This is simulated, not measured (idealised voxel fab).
process module | voxel air gaps
Each square cell in cross-section cut measures 5 nm, and the section as a whole is 270 nm wide.
The cross-sections in this document take the form of a grid made of square cells. They are written out as bands, in order from top to bottom. Each band consists of one or more rows of cells. Within each band entry, the heights of the top and of the bottom of the band appear first, in that order and in nm; the materials of the band then follow from left to right, each with its corresponding width in nm. The designation "throughout" on a single material indicates that it fills the band from edge to edge; the designation "air" indicates empty space. Beneath 0, the wafer as received is one material, and that level is where height counting begins. The lowest band goes on downward without a bottom; it is written like "0 down". The two numbers in a width such as "30..40" mark its ends across the band: the first belongs to the top row of cells, the second to the bottom row, and from each row to the next the width moves by the same amount. Where the words "remained unchanged" appear for a step, the cross-section shows no cell changed by that step; every cell remained as before. The label "Fully enclosed voids" introduces a list of the empty spaces, 8 cells or larger, that have no open way up to the top; each entry in it reads width x height at distance, where the distance is taken from the left edge and all three are stated in nm. The remark found on a step's line after its settings is issued by the simulator itself and pertains to that step. When a step includes a mask, the "overlay nm" setting on its line states how far to the right of its planned place that mask lay, and negative values state how far to the left.
**Planned step list for the process**
1. RECEIVE (material Si)
2. CONFORMAL_DEP (material SiO2; thk nm 10)
3. CONFORMAL_DEP (material SiCN; thk nm 5)
4. DIRECTIONAL_DEP (material SiO2; thk nm 40)
5. PATTERN (tone open; mask id LINES; material resist; width nm 25; pitch nm 55; thk nm 15; overlay nm 0)
6. DIRECTIONAL_ETCH (etch materials SiO2; depth nm 40)
7. STRIP (etch materials resist)
8. CONFORMAL_DEP (material TiN; thk nm 5)
9. FILL_DEP (material Ru; thk nm 5)
10. CMP (height nm 55)
11. EPI (material Ru; thk nm 10)
12. SELECTIVE_ETCH (etch materials SiO2; depth nm 50)
13. CONFORMAL_DEP (material SiCN; thk nm 5)
**Cross-section, incoming material, after step 1**
* 0 down: Si throughout
* Fully enclosed voids: none
**Cross-section taken at module completion on the first of two wafers; processed per the plan**
* 70 to 65: air 50 nm, SiCN 165 nm, air 55 nm
* 65 to 55: air 50 nm, SiCN 5 nm, Ru 45 nm, SiCN 10 nm, Ru 45 nm, SiCN 10 nm, Ru 45 nm, SiCN 5 nm, air 55 nm
* 55 to 50: air 50 nm, SiCN 15 nm, TiN 5 nm, Ru 15 nm, TiN 5 nm, SiCN 30 nm, TiN 5 nm, Ru 15 nm, TiN 5 nm, SiCN 30 nm, TiN 5 nm, Ru 15 nm, TiN 5 nm, SiCN 15 nm, air 55 nm
* 50 to 20: air 60 nm, SiCN 5 nm, TiN 5 nm, Ru 15 nm, TiN 5 nm, SiCN 5 nm, air 20 nm, SiCN 5 nm, TiN 5 nm, Ru 15 nm, TiN 5 nm, SiCN 5 nm, air 20 nm, SiCN 5 nm, TiN 5 nm, Ru 15 nm, TiN 5 nm, SiCN 5 nm, air 65 nm
* 20 to 15: SiCN 65 nm, TiN 25 nm, SiCN 30 nm, TiN 25 nm, SiCN 30 nm, TiN 25 nm, SiCN 70 nm
* 15 to 10: SiCN throughout
* 10 to 0: SiO2 throughout
* 0 down: Si throughout
* Fully enclosed voids: 20 x 30 at 95; 20 x 30 at 150
**Wafer two, sectioned after the module: the first wafer's start, the first wafer's plan, and one mistake in how it was run**
* 70 to 65: SiCN throughout
* 65 to 55: Ru throughout
* 55 to 50: TiN 70 nm, Ru 15 nm, TiN 40 nm, Ru 15 nm, TiN 40 nm, Ru 15 nm, TiN 75 nm
* 50 to 15: SiO2 65 nm, TiN 5 nm, Ru 15 nm, TiN 5 nm, SiO2 30 nm, TiN 5 nm, Ru 15 nm, TiN 5 nm, SiO2 30 nm, TiN 5 nm, Ru 15 nm, TiN 5 nm, SiO2 70 nm
* 15 to 10: SiO2 65 nm, TiN 25 nm, SiO2 30 nm, TiN 25 nm, SiO2 30 nm, TiN 25 nm, SiO2 70 nm
* 10 to 0: SiO2 throughout
* 0 down: Si throughout
* Fully enclosed voids: none
what went wrong: with respect to the plan, step 3 was omitted and not executed
The closing comparison, in cells, has the second wafer with more or fewer of some materials than the first: +63 Ru, -138 SiCN, +312 SiO2, +45 TiN
On completion, 0 closed voids are found in the second wafer, whereas the first wafer has 2.
